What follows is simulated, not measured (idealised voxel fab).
process module | voxel ribs on slabs
cross-section cut | 145 nm wide | cells 5 nm
A cross-section is a grid of square cells, given in bands from the top down. A band is one or more rows of cells.
Each band's line starts with the height of the band's top and of its bottom, in nm. Then come its materials from left to right, each with its width in nm. One material with "throughout" fills the band from edge to edge. "air" is empty space.
Height 0 is the level under which the wafer as received is all one material. The lowest band goes on downwards, as in "0 down".
A width such as "30 to 40" changes by the same amount from each row of cells to the next, from the band's top row to its bottom row.
"no change" after a step means that no cell of the cross-section changed.
closed voids: empty space of 8 cells or more with no open way to the top, each as width x height at its distance from the left edge, in nm
after a step's settings: what the simulator itself notes on the step
overlay nm, on a step with a mask: how far to the right of its planned place the mask lay; to the left if negative
plan
1 op RECEIVE | material Si
2 op DIRECTIONAL_DEP | material SiO2 | thk nm 25
3 op DIRECTIONAL_DEP | material polySi | thk nm 20
4 op DIRECTIONAL_DEP | material aC | thk nm 10
5 op PATTERN | tone cover | mask id RIB | material resist | width nm 20 | thk nm 25 | overlay nm 0
6 op DIRECTIONAL_ETCH | etch materials aC | depth nm 10
7 op STRIP | etch materials resist
8 op DIRECTIONAL_ETCH | etch materials polySi | depth nm 15
9 op STRIP | etch materials aC
10 op DIRECTIONAL_DEP | material aC | thk nm 15
11 op PATTERN | tone cover | mask id SLAB | material resist | width nm 60 | thk nm 30 | overlay nm 0
12 op DIRECTIONAL_ETCH | etch materials aC | depth nm 15
13 op STRIP | etch materials resist
14 op DIRECTIONAL_ETCH | etch materials polySi | depth nm 5
15 op STRIP | etch materials aC
16 op FILL_DEP | material SiO2 | thk nm 20
17 op CMP | height nm 55
18 op DIRECTIONAL_DEP | material TiN | thk nm 10
19 op PATTERN | tone cover | mask id HEATER | material resist | width nm 30 | thk nm 20 | overlay nm 0
20 op DIRECTIONAL_ETCH | etch materials TiN | depth nm 10
21 op STRIP | etch materials resist
22 op CONFORMAL_DEP | material SiO2 | thk nm 10
as received, after step 1
  0 down: Si throughout
  closed voids: none
a wafer at the end: this start, this plan, one mistake
  75 to 65: air 45 | SiO2 50 | air 50
  65 to 55: SiO2 55 | TiN 30 | SiO2 60
  55 to 20: SiO2 throughout
  20 to 0: polySi throughout
  0 down: Si throughout
  closed voids: none
what went wrong: steps 2 and 3 were swapped
